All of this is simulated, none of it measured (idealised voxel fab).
process module | voxel trench capacitor
cross-section cut | 275 nm wide | cells 5 nm
A cross-section is a grid of square cells, given in bands from the top down. A band is one or more rows of cells.
Each band's line starts with the height of the band's top and of its bottom, in nm. Then come its materials from left to right, each with its width in nm. One material with "throughout" fills the band from edge to edge. "air" is empty space.
Height 0 is the level under which the wafer as received is all one material. The lowest band goes on downwards, as in "0 down".
A width such as "30 to 40" changes by the same amount from each row of cells to the next, from the band's top row to its bottom row.
"no change" after a step means that no cell of the cross-section changed.
closed voids: empty space of 8 cells or more with no open way to the top, each as width x height at its distance from the left edge, in nm
after a step's settings: what the simulator itself notes on the step
overlay nm, on a step with a mask: how far to the right of its planned place the mask lay; to the left if negative
plan
1 op RECEIVE | material Si
2 op CONFORMAL_DEP | material SiN | thk nm 10
3 op DIRECTIONAL_DEP | material aC | thk nm 10
4 op PATTERN | tone open | mask id TRENCH | material resist | width nm 25 | pitch nm 40 | thk nm 25 | overlay nm 0
5 op DIRECTIONAL_ETCH | etch materials aC | depth nm 10
6 op STRIP | etch materials resist
7 op DIRECTIONAL_ETCH | etch materials SiN | depth nm 10
8 op DIRECTIONAL_ETCH | etch materials Si | depth nm 30
9 op STRIP | etch materials aC
10 op CONFORMAL_DEP | material HfO2 | thk nm 5
11 op CONFORMAL_DEP | material TiN | thk nm 5
12 op FILL_DEP | material W | thk nm 10
13 op CMP | height nm 10
as received, after step 1
  0 down: Si throughout
  closed voids: none
a wafer at the end: this start, this plan, one mistake
  10 to 0: SiN 105 | TiN 5 | HfO2 5 | W 5 | HfO2 5 | TiN 5 | SiN 15 | TiN 5 | HfO2 5 | W 5 | HfO2 5 | TiN 5 | SiN 105
  0 to -20: Si 105 | TiN 5 | HfO2 5 | W 5 | HfO2 5 | TiN 5 | Si 15 | TiN 5 | HfO2 5 | W 5 | HfO2 5 | TiN 5 | Si 105
  -20 to -25: Si 105 | TiN 5 | HfO2 15 | TiN 5 | Si 15 | TiN 5 | HfO2 15 | TiN 5 | Si 105
  -25 to -30: Si 105 | TiN 25 | Si 15 | TiN 25 | Si 105
  -30 down: Si throughout
  closed voids: none
what went wrong: steps 10 and 11 were swapped
